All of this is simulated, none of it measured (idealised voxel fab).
This is a process module. Its name is voxel fin reveal.
Xsec cut, 250 nm wide, square cell size 5 nm.
When this document writes out a cross-section, it uses a grid of square cells and lists it as bands, beginning at the top and moving down, with a band standing for one or more rows of cells. First you get the band's top height and its bottom height, in nm, and then the materials it's made of, left to right, with each width in nm. If you see a single material with "everywhere", that one covers the band edge to edge. "air" is empty space. The reference from which all heights are counted is 0, the level beneath which the as-received wafer is entirely one material; the lowest band, having no lower bound, proceeds downward and is written after the example "from 0 down". Graded width ("30->40"): value in top row of band = first number; value in bottom row = second number; row-to-row change constant. Where the words "stayed the same" appear for a step, the cross-section shows no cell changed by that step; every cell remained as before. Any empty space of 8 cells or more lacking an open way to the top shows up in "Enclosed cavity list" as width x height at distance, distance from the left edge, in nm. If you see something after the settings on a step's line, that's the simulator's own remark about that step. If you see "overlay nm" on a step's line and that step has a mask, it's telling you how far right of where it was planned the mask ended up; a negative number means it went left instead.
[Planned process steps]
step 1: RECEIVE: material Si
step 2: CONFORMAL_DEP: material SiN, thk nm 10
step 3: DIRECTIONAL_DEP: material aC, thk nm 10
step 4: PATTERN: tone cover, mask id FINS, material resist, width nm 15, pitch nm 40, thk nm 25, overlay nm 0
step 5: DIRECTIONAL_ETCH: etch materials aC, depth nm 10
step 6: STRIP: etch materials resist
step 7: DIRECTIONAL_ETCH: etch materials SiN, depth nm 10
step 8: DIRECTIONAL_ETCH: etch materials Si, depth nm 40
step 9: STRIP: etch materials aC
step 10: OXIDIZE: depth nm 5
step 11: FILL_DEP: material SiO2, thk nm 15
step 12: CMP: height nm 10
step 13: SELECTIVE_ETCH: etch materials SiO2, depth nm 20
step 14: STRIP: etch materials SiN
[As received (post step 1): cross-section]
> from 0 down: Si everywhere
> Enclosed cavity list: none
[The first of the two wafers as seen in cross-section once the module was finished; processing followed the plan]
> from 0 to -10: air 100, then Si 5, then air 35, then Si 5, then air 105
> from -10 to -45: SiO2 100, then Si 5, then SiO2 35, then Si 5, then SiO2 105
> from -45 down: Si everywhere
> Enclosed cavity list: none
[This is the second of the two wafers, cross-sectioned at the end of the module; it started exactly like the first and was given the same plan, but it was run with one mistake]
> from 0 to -10: Si 90, then air 25, then Si 15, then air 25, then Si 95
> from -10 to -45: Si 90, then SiO2 25, then Si 15, then SiO2 25, then Si 95
> from -45 down: Si everywhere
> Enclosed cavity list: none
Diagnosis: not per plan at step 4, really ran PATTERN: tone open, mask id FINS, material resist, width nm 15, pitch nm 40, thk nm 25, overlay nm 0
at the end the second wafer has, in cells: +342 Si; -266 SiO2
